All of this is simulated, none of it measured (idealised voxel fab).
The following process module bears the name voxel gate over fins.
Cross-section cut spans 220 nm and uses square cells 5 nm in size.
This document writes a cross-section as a grid whose cells are square, and gives it as bands, listed from the top down; one or more rows of cells form a band.
Read a band's entry like this: the first values are the height of its top and the height of its bottom in nm, and what follows is the sequence of materials from left to right, each with its width in nm. Note that "air" is empty space, and that a single material marked "all across" reaches across the band from edge to edge.
It should be noted that heights are counted from 0, beneath which the wafer as supplied is of one material throughout, and that the lowest band possesses no lower boundary but continues downward, as written in "from 0 down".
The two numbers in a width such as "30..40" mark its ends across the band: the first belongs to the top row of cells, the second to the bottom row, and from each row to the next the width moves by the same amount.
"no change occurred" after a step means that no cell of the cross-section changed.
Entry "Closed void listing" = empty spaces >= 8 cells with no open way to the top; each as width x height at distance, distance from left edge, all nm.
On each step's line, the part that comes after the settings is the simulator's own comment on the step.
For masked steps, "overlay nm" on the step line gives how far right of plan the mask actually lay; a minus sign means it lay to the left.

These are the steps we planned for the process
1 RECEIVE | material Si
2 CONFORMAL_DEP | material SiN | thk nm 10
3 PATTERN | tone cover | mask id FINS | material resist | width nm 15 | pitch nm 50 | thk nm 15 | overlay nm 0
4 DIRECTIONAL_ETCH | etch materials SiN | depth nm 10
5 DIRECTIONAL_ETCH | etch materials Si | depth nm 35
6 STRIP | etch materials resist
7 OXIDIZE | depth nm 5
8 FILL_DEP | material SiO2 | thk nm 10
9 CMP | height nm 10
10 PATTERN | tone open | mask id RAIL | material resist | width nm 15 | thk nm 20 | overlay nm 0
11 DIRECTIONAL_ETCH | etch materials SiO2 | depth nm 40
12 STRIP | etch materials resist
13 CONFORMAL_DEP | material TiN | thk nm 5
14 FILL_DEP | material W | thk nm 5
15 CMP | height nm 10
16 SELECTIVE_ETCH | etch materials W Ru TiN | depth nm 30
17 FILL_DEP | material SiO2 | thk nm 5
18 CMP | height nm 10
19 SELECTIVE_ETCH | etch materials SiO2 | depth nm 25
20 STRIP | etch materials SiN
21 CONFORMAL_DEP | material HfO2 | thk nm 5
22 CONFORMAL_DEP | material TiN | thk nm 5
23 FILL_DEP | material W | thk nm 15
24 CMP | height nm 20
25 CONFORMAL_DEP | material SiCN | thk nm 10

Here's what the wafer looked like in cross-section when it arrived - that's after step 1
* from 0 down: Si all across
* Closed void listing: none

As-planned run: cross-section of the first of two wafers at end of module
* from 30 to 20: SiCN all across
* from 20 to 10: W all across
* from 10 to 5: 20 of W, then 25 of TiN, then 25 of W, then 25 of TiN, then 25 of W, then 25 of TiN, then 25 of W, then 25 of TiN, then 25 of W
* from 5 to 0: 20 of W, then 5 of TiN, then 15 of HfO2, then 5 of TiN, then 25 of W, then 5 of TiN, then 15 of HfO2, then 5 of TiN, then 25 of W, then 5 of TiN, then 15 of HfO2, then 5 of TiN, then 25 of W, then 5 of TiN, then 15 of HfO2, then 5 of TiN, then 25 of W
* from 0 to -5: 20 of W, then 5 of TiN, then 5 of HfO2, then 5 of Si, then 5 of HfO2, then 5 of TiN, then 25 of W, then 5 of TiN, then 5 of HfO2, then 5 of Si, then 5 of HfO2, then 5 of TiN, then 25 of W, then 5 of TiN, then 5 of HfO2, then 5 of Si, then 5 of HfO2, then 5 of TiN, then 25 of W, then 5 of TiN, then 5 of HfO2, then 5 of Si, then 5 of HfO2, then 5 of TiN, then 25 of W
* from -5 to -10: 25 of TiN, then 5 of HfO2, then 5 of Si, then 5 of HfO2, then 35 of TiN, then 5 of HfO2, then 5 of Si, then 5 of HfO2, then 35 of TiN, then 5 of HfO2, then 5 of Si, then 5 of HfO2, then 35 of TiN, then 5 of HfO2, then 5 of Si, then 5 of HfO2, then 30 of TiN
* from -10 to -15: 30 of HfO2, then 5 of Si, then 45 of HfO2, then 5 of Si, then 45 of HfO2, then 5 of Si, then 45 of HfO2, then 5 of Si, then 35 of HfO2
* from -15 to -20: 30 of SiO2, then 5 of Si, then 45 of SiO2, then 5 of Si, then 45 of SiO2, then 5 of Si, then 45 of SiO2, then 5 of Si, then 35 of SiO2
* from -20 to -25: 30 of SiO2, then 5 of Si, then 15 of SiO2, then 5 of TiN, then 5 of W, then 5 of TiN, then 15 of SiO2, then 5 of Si, then 45 of SiO2, then 5 of Si, then 45 of SiO2, then 5 of Si, then 35 of SiO2
* from -25 to -30: 30 of SiO2, then 5 of Si, then 15 of SiO2, then 15 of TiN, then 15 of SiO2, then 5 of Si, then 45 of SiO2, then 5 of Si, then 45 of SiO2, then 5 of Si, then 35 of SiO2
* from -30 to -40: 30 of SiO2, then 5 of Si, then 45 of SiO2, then 5 of Si, then 45 of SiO2, then 5 of Si, then 45 of SiO2, then 5 of Si, then 35 of SiO2
* from -40 down: Si all across
* Closed void listing: none

Cross-section, second wafer: same start as the first, same plan as the first, one mistake in running it; taken at the end of the module
* from 30 to 20: SiCN all across
* from 20 to 10: W all across
* from 10 to 5: 30 of TiN, then 5 of W, then 45 of TiN, then 5 of W, then 45 of TiN, then 5 of W, then 45 of TiN, then 5 of W, then 35 of TiN
* from 5 to 0: 25 of HfO2, then 5 of TiN, then 5 of W, then 5 of TiN, then 35 of HfO2, then 5 of TiN, then 5 of W, then 5 of TiN, then 35 of HfO2, then 5 of TiN, then 5 of W, then 5 of TiN, then 35 of HfO2, then 5 of TiN, then 5 of W, then 5 of TiN, then 30 of HfO2
* from 0 to -5: 20 of Si, then 5 of HfO2, then 5 of TiN, then 5 of W, then 5 of TiN, then 5 of HfO2, then 25 of Si, then 5 of HfO2, then 5 of TiN, then 5 of W, then 5 of TiN, then 5 of HfO2, then 25 of Si, then 5 of HfO2, then 5 of TiN, then 5 of W, then 5 of TiN, then 5 of HfO2, then 25 of Si, then 5 of HfO2, then 5 of TiN, then 5 of W, then 5 of TiN, then 5 of HfO2, then 25 of Si
* from -5 to -10: 20 of Si, then 5 of HfO2, then 15 of TiN, then 5 of HfO2, then 25 of Si, then 5 of HfO2, then 15 of TiN, then 5 of HfO2, then 25 of Si, then 5 of HfO2, then 15 of TiN, then 5 of HfO2, then 25 of Si, then 5 of HfO2, then 15 of TiN, then 5 of HfO2, then 25 of Si
* from -10 to -15: 20 of Si, then 25 of HfO2, then 25 of Si, then 25 of HfO2, then 25 of Si, then 25 of HfO2, then 25 of Si, then 25 of HfO2, then 25 of Si
* from -15 to -40: 20 of Si, then 25 of SiO2, then 25 of Si, then 25 of SiO2, then 25 of Si, then 25 of SiO2, then 25 of Si, then 25 of SiO2, then 25 of Si
* from -40 down: Si all across
* Closed void listing: none
In executing the process, a mistake was made relative to the plan: step 3 deviated from plan and actually ran as PATTERN | tone open | mask id FINS | material resist | width nm 15 | pitch nm 50 | thk nm 15 | overlay nm 0
Upon completion, the second wafer contains, in terms of cells, a greater or smaller amount of certain materials than the first wafer: 160 more of Si | 94 fewer of SiO2 | 5 fewer of TiN | 61 fewer of W
